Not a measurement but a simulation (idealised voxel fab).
voxel air gaps: a process module
It is cross-section cut that appears here, measuring 240 nm in width, its square cells being 5 nm in size.
Notation: cross-section as square-cell grid; stated in bands, top first, going down; one or more cell rows per band. Within each band entry, the heights of the top and of the bottom of the band appear first, in that order and in nm; the materials of the band then follow from left to right, each with its corresponding width in nm. The designation "edge to edge" on a single material indicates that it fills the band from edge to edge; the designation "air" indicates empty space. Height 0 is the level under which the wafer as received is all one material. The lowest band goes on downwards, as in "top 0, no bottom". With a width like "30..40", each row of cells in the band differs from the next by the same amount, the top row carrying the first number and the bottom row the second. Basically "left unchanged" means that step didn't change any cell in the cross-section. In "Voids, fully enclosed" the enclosed voids are listed, meaning empty spaces of 8 cells or larger without any opening to the top. The form is width x height at distance, distance from the left edge, units nm. Past the settings on a step's line: simulator remark, on that step. A step's line can hold "overlay nm"; with a mask on that step, the setting says how far right of the planned place the mask lay, while a negative setting says it lay to the left.
THE PLANNED PROCESS STEPS ARE ENUMERATED HEREUNDER
1 RECEIVE [material Si]
2 CONFORMAL_DEP [material SiO2] [thk nm 15]
3 CONFORMAL_DEP [material SiN] [thk nm 5]
4 DIRECTIONAL_DEP [material SiO2] [thk nm 30]
5 MASKED_ETCH [tone open] [mask id LINES] [width nm 25] [pitch nm 55] [etch materials SiO2] [depth nm 30] [overlay nm 0]
6 CONFORMAL_DEP [material TiN] [thk nm 5]
7 FILL_DEP [material W] [thk nm 5]
8 CMP [height nm 50]
9 EPI [material Ru] [thk nm 10]
10 SELECTIVE_ETCH [etch materials SiO2] [depth nm 40]
11 CONFORMAL_DEP [material SiN] [thk nm 5]
BELOW: THE FIRST OF TWO WAFERS, RUN AS PLANNED
WAFER AS RECEIVED: CROSS-SECTION FOLLOWING STEP 1
- top 0, no bottom = Si edge to edge
- Voids, fully enclosed: none
THE FOLLOWING CROSS-SECTION DEPICTS THE WAFER UPON COMPLETION OF STEP 2
- top 15, bottom 0 = SiO2 edge to edge
- Beneath the level 0, the cross-section is identical to its previous state.
THE FOLLOWING CROSS-SECTION DEPICTS THE WAFER UPON COMPLETION OF STEP 3
- top 20, bottom 15 = SiN edge to edge
- Beneath the level 15, the cross-section is identical to its previous state.
THE FOLLOWING CROSS-SECTION DEPICTS THE WAFER UPON COMPLETION OF STEP 4
- top 50, bottom 20 = SiO2 edge to edge
- Beneath the level 20, the cross-section is identical to its previous state.
THE FOLLOWING CROSS-SECTION DEPICTS THE WAFER UPON COMPLETION OF STEP 5
- top 50, bottom 20 = 50 nm SiO2; 25 nm air; 30 nm SiO2; 25 nm air; 30 nm SiO2; 25 nm air; 55 nm SiO2
- Beneath the level 20, the cross-section is identical to its previous state.
THE FOLLOWING CROSS-SECTION DEPICTS THE WAFER UPON COMPLETION OF STEP 6
- top 55, bottom 50 = 55 nm TiN; 15 nm air; 40 nm TiN; 15 nm air; 40 nm TiN; 15 nm air; 60 nm TiN
- top 50, bottom 25 = 50 nm SiO2; 5 nm TiN; 15 nm air; 5 nm TiN; 30 nm SiO2; 5 nm TiN; 15 nm air; 5 nm TiN; 30 nm SiO2; 5 nm TiN; 15 nm air; 5 nm TiN; 55 nm SiO2
- top 25, bottom 20 = 50 nm SiO2; 25 nm TiN; 30 nm SiO2; 25 nm TiN; 30 nm SiO2; 25 nm TiN; 55 nm SiO2
- Beneath the level 20, the cross-section is identical to its previous state.
THE FOLLOWING CROSS-SECTION DEPICTS THE WAFER UPON COMPLETION OF STEP 7
- top 60, bottom 55 = W edge to edge
- top 55, bottom 50 = 55 nm TiN; 15 nm W; 40 nm TiN; 15 nm W; 40 nm TiN; 15 nm W; 60 nm TiN
- top 50, bottom 25 = 50 nm SiO2; 5 nm TiN; 15 nm W; 5 nm TiN; 30 nm SiO2; 5 nm TiN; 15 nm W; 5 nm TiN; 30 nm SiO2; 5 nm TiN; 15 nm W; 5 nm TiN; 55 nm SiO2
- Beneath the level 25, the cross-section is identical to its previous state.
THE FOLLOWING CROSS-SECTION DEPICTS THE WAFER UPON COMPLETION OF STEP 8
- top 50, bottom 25 = 50 nm SiO2; 5 nm TiN; 15 nm W; 5 nm TiN; 30 nm SiO2; 5 nm TiN; 15 nm W; 5 nm TiN; 30 nm SiO2; 5 nm TiN; 15 nm W; 5 nm TiN; 55 nm SiO2
- Beneath the level 25, the cross-section is identical to its previous state.
THE FOLLOWING CROSS-SECTION DEPICTS THE WAFER UPON COMPLETION OF STEP 9
- top 60, bottom 50 = 40 nm air; 45 nm Ru; 10 nm air; 45 nm Ru; 10 nm air; 45 nm Ru; 45 nm air
- Beneath the level 50, the cross-section is identical to its previous state.
THE FOLLOWING CROSS-SECTION DEPICTS THE WAFER UPON COMPLETION OF STEP 10
- top 60, bottom 50 = 40 nm air; 45 nm Ru; 10 nm air; 45 nm Ru; 10 nm air; 45 nm Ru; 45 nm air
- top 50, bottom 25 = 50 nm air; 5 nm TiN; 15 nm W; 5 nm TiN; 30 nm air; 5 nm TiN; 15 nm W; 5 nm TiN; 30 nm air; 5 nm TiN; 15 nm W; 5 nm TiN; 55 nm air
- top 25, bottom 20 = 50 nm air; 25 nm TiN; 30 nm air; 25 nm TiN; 30 nm air; 25 nm TiN; 55 nm air
- Beneath the level 20, the cross-section is identical to its previous state.
THE FOLLOWING CROSS-SECTION DEPICTS THE WAFER UPON COMPLETION OF STEP 11
- top 65, bottom 60 = 35 nm air; 165 nm SiN; 40 nm air
- top 60, bottom 50 = 35 nm air; 5 nm SiN; 45 nm Ru; 10 nm SiN; 45 nm Ru; 10 nm SiN; 45 nm Ru; 5 nm SiN; 40 nm air
- top 50, bottom 45 = 35 nm air; 15 nm SiN; 5 nm TiN; 15 nm W; 5 nm TiN; 30 nm SiN; 5 nm TiN; 15 nm W; 5 nm TiN; 30 nm SiN; 5 nm TiN; 15 nm W; 5 nm TiN; 15 nm SiN; 40 nm air
- top 45, bottom 25 = 45 nm air; 5 nm SiN; 5 nm TiN; 15 nm W; 5 nm TiN; 5 nm SiN; 20 nm air; 5 nm SiN; 5 nm TiN; 15 nm W; 5 nm TiN; 5 nm SiN; 20 nm air; 5 nm SiN; 5 nm TiN; 15 nm W; 5 nm TiN; 5 nm SiN; 50 nm air
- top 25, bottom 20 = 50 nm SiN; 25 nm TiN; 30 nm SiN; 25 nm TiN; 30 nm SiN; 25 nm TiN; 55 nm SiN
- Beneath the level 20, the cross-section is identical to its previous state.
- Voids, fully enclosed: 20 x 20 at 80; 20 x 20 at 135
WAFER TWO. IDENTICAL START, IDENTICAL PLAN. ONE MISTAKE IN EXECUTION. IDENTICAL HISTORY THROUGH STEP 5
CROSS-SECTION OF THE SECOND WAFER AT THE TIME BY WHICH STEP 6 SHOULD HAVE BEEN COMPLETED ACCORDING TO THE PLAN
- top 55, bottom 50 = 55 nm Ru; 15 nm air; 40 nm Ru; 15 nm air; 40 nm Ru; 15 nm air; 60 nm Ru
- top 50, bottom 25 = 50 nm SiO2; 5 nm Ru; 15 nm air; 5 nm Ru; 30 nm SiO2; 5 nm Ru; 15 nm air; 5 nm Ru; 30 nm SiO2; 5 nm Ru; 15 nm air; 5 nm Ru; 55 nm SiO2
- top 25, bottom 20 = 50 nm SiO2; 25 nm Ru; 30 nm SiO2; 25 nm Ru; 30 nm SiO2; 25 nm Ru; 55 nm SiO2
- Beneath the level 20, the cross-section is identical to its previous state.
CROSS-SECTION OF THE SECOND WAFER AT THE TIME BY WHICH STEP 7 SHOULD HAVE BEEN COMPLETED ACCORDING TO THE PLAN
- top 60, bottom 55 = W edge to edge
- top 55, bottom 50 = 55 nm Ru; 15 nm W; 40 nm Ru; 15 nm W; 40 nm Ru; 15 nm W; 60 nm Ru
- top 50, bottom 25 = 50 nm SiO2; 5 nm Ru; 15 nm W; 5 nm Ru; 30 nm SiO2; 5 nm Ru; 15 nm W; 5 nm Ru; 30 nm SiO2; 5 nm Ru; 15 nm W; 5 nm Ru; 55 nm SiO2
- Beneath the level 25, the cross-section is identical to its previous state.
CROSS-SECTION OF THE SECOND WAFER AT THE TIME BY WHICH STEP 8 SHOULD HAVE BEEN COMPLETED ACCORDING TO THE PLAN
- top 50, bottom 25 = 50 nm SiO2; 5 nm Ru; 15 nm W; 5 nm Ru; 30 nm SiO2; 5 nm Ru; 15 nm W; 5 nm Ru; 30 nm SiO2; 5 nm Ru; 15 nm W; 5 nm Ru; 55 nm SiO2
- Beneath the level 25, the cross-section is identical to its previous state.
CROSS-SECTION OF THE SECOND WAFER AT THE TIME BY WHICH STEP 9 SHOULD HAVE BEEN COMPLETED ACCORDING TO THE PLAN
- top 60, bottom 50 = 40 nm air; 45 nm Ru; 10 nm air; 45 nm Ru; 10 nm air; 45 nm Ru; 45 nm air
- Beneath the level 50, the cross-section is identical to its previous state.
CROSS-SECTION OF THE SECOND WAFER AT THE TIME BY WHICH STEP 10 SHOULD HAVE BEEN COMPLETED ACCORDING TO THE PLAN
- top 60, bottom 50 = 40 nm air; 45 nm Ru; 10 nm air; 45 nm Ru; 10 nm air; 45 nm Ru; 45 nm air
- top 50, bottom 25 = 50 nm air; 5 nm Ru; 15 nm W; 5 nm Ru; 30 nm air; 5 nm Ru; 15 nm W; 5 nm Ru; 30 nm air; 5 nm Ru; 15 nm W; 5 nm Ru; 55 nm air
- top 25, bottom 20 = 50 nm air; 25 nm Ru; 30 nm air; 25 nm Ru; 30 nm air; 25 nm Ru; 55 nm air
- Beneath the level 20, the cross-section is identical to its previous state.
CROSS-SECTION OF THE SECOND WAFER AT THE TIME BY WHICH STEP 11 SHOULD HAVE BEEN COMPLETED ACCORDING TO THE PLAN
- top 65, bottom 60 = 35 nm air; 165 nm SiN; 40 nm air
- top 60, bottom 50 = 35 nm air; 5 nm SiN; 45 nm Ru; 10 nm SiN; 45 nm Ru; 10 nm SiN; 45 nm Ru; 5 nm SiN; 40 nm air
- top 50, bottom 45 = 35 nm air; 15 nm SiN; 5 nm Ru; 15 nm W; 5 nm Ru; 30 nm SiN; 5 nm Ru; 15 nm W; 5 nm Ru; 30 nm SiN; 5 nm Ru; 15 nm W; 5 nm Ru; 15 nm SiN; 40 nm air
- top 45, bottom 25 = 45 nm air; 5 nm SiN; 5 nm Ru; 15 nm W; 5 nm Ru; 5 nm SiN; 20 nm air; 5 nm SiN; 5 nm Ru; 15 nm W; 5 nm Ru; 5 nm SiN; 20 nm air; 5 nm SiN; 5 nm Ru; 15 nm W; 5 nm Ru; 5 nm SiN; 50 nm air
- top 25, bottom 20 = 50 nm SiN; 25 nm Ru; 30 nm SiN; 25 nm Ru; 30 nm SiN; 25 nm Ru; 55 nm SiN
- Beneath the level 20, the cross-section is identical to its previous state.
- Voids, fully enclosed: 20 x 20 at 80; 20 x 20 at 135
Which mistake was made when the wafer was run? heads up, step 6 didn't go per plan, it actually ran as CONFORMAL_DEP [material Ru] [thk nm 5]
At the finish, the second wafer shows more or fewer cells for some materials than the first does: Ru: 45 more; TiN: 45 fewer
